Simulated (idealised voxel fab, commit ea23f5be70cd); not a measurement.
process module | voxel released beams
cross-section cut | 280 nm wide | cells 5 nm
A cross-section is a grid of square cells, given in bands from the top down. A band is one or more rows of cells.
Each band's line starts with the height of the band's top and of its bottom, in nm. Then come its materials from left to right, each with its width in nm. One material with "throughout" fills the band from edge to edge. "air" is empty space.
Height 0 is the level under which the wafer as received is all one material. The lowest band goes on downwards, as in "0 down".
A width such as "30 to 40" changes by the same amount from each row of cells to the next, from the band's top row to its bottom row.
"no change" after a step means that no cell of the cross-section changed.
closed voids: empty space of 8 cells or more with no open way to the top, each as width x height at its distance from the left edge, in nm
after a step's settings: what the simulator itself notes on the step
overlay nm, on a step with a mask: how far to the right of its planned place the mask lay; to the left if negative
plan
1 op RECEIVE | material Si
2 op CONFORMAL_DEP | material SiN | thk nm 5
3 op DIRECTIONAL_DEP | material SiO2 | thk nm 20
4 op PATTERN | tone open | mask id ANCHOR | material resist | width nm 30 | thk nm 15 | overlay nm 0
5 op DIRECTIONAL_ETCH | etch materials SiO2 | depth nm 20
6 op STRIP | etch materials resist
7 op CONFORMAL_DEP | material TiN | thk nm 10
8 op DIRECTIONAL_DEP | material aC | thk nm 10
9 op PATTERN | tone cover | mask id BEAM | material resist | width nm 105 | thk nm 30 | overlay nm 0
10 op DIRECTIONAL_ETCH | etch materials aC | depth nm 10
11 op STRIP | etch materials resist
12 op DIRECTIONAL_ETCH | etch materials TiN | depth nm 10
13 op STRIP | etch materials aC
14 op STRIP | etch materials SiO2
as received, after step 1
  0 down: Si throughout
  closed voids: none
a wafer at the end: this start, this plan, one mistake
  35 to 25: air 85 | TiN 45 | air 150
  25 to 15: air 80 | TiN 10 | SiO2 30 | TiN 10 | air 150
  15 to 5: air 80 | TiN 10 | SiO2 30 | TiN 70 | air 90
  5 to 0: SiN throughout
  0 down: Si throughout
  closed voids: none
what went wrong: step 4 ran as: op PATTERN | tone cover | mask id ANCHOR | material resist | width nm 30 | thk nm 15 | overlay nm 0
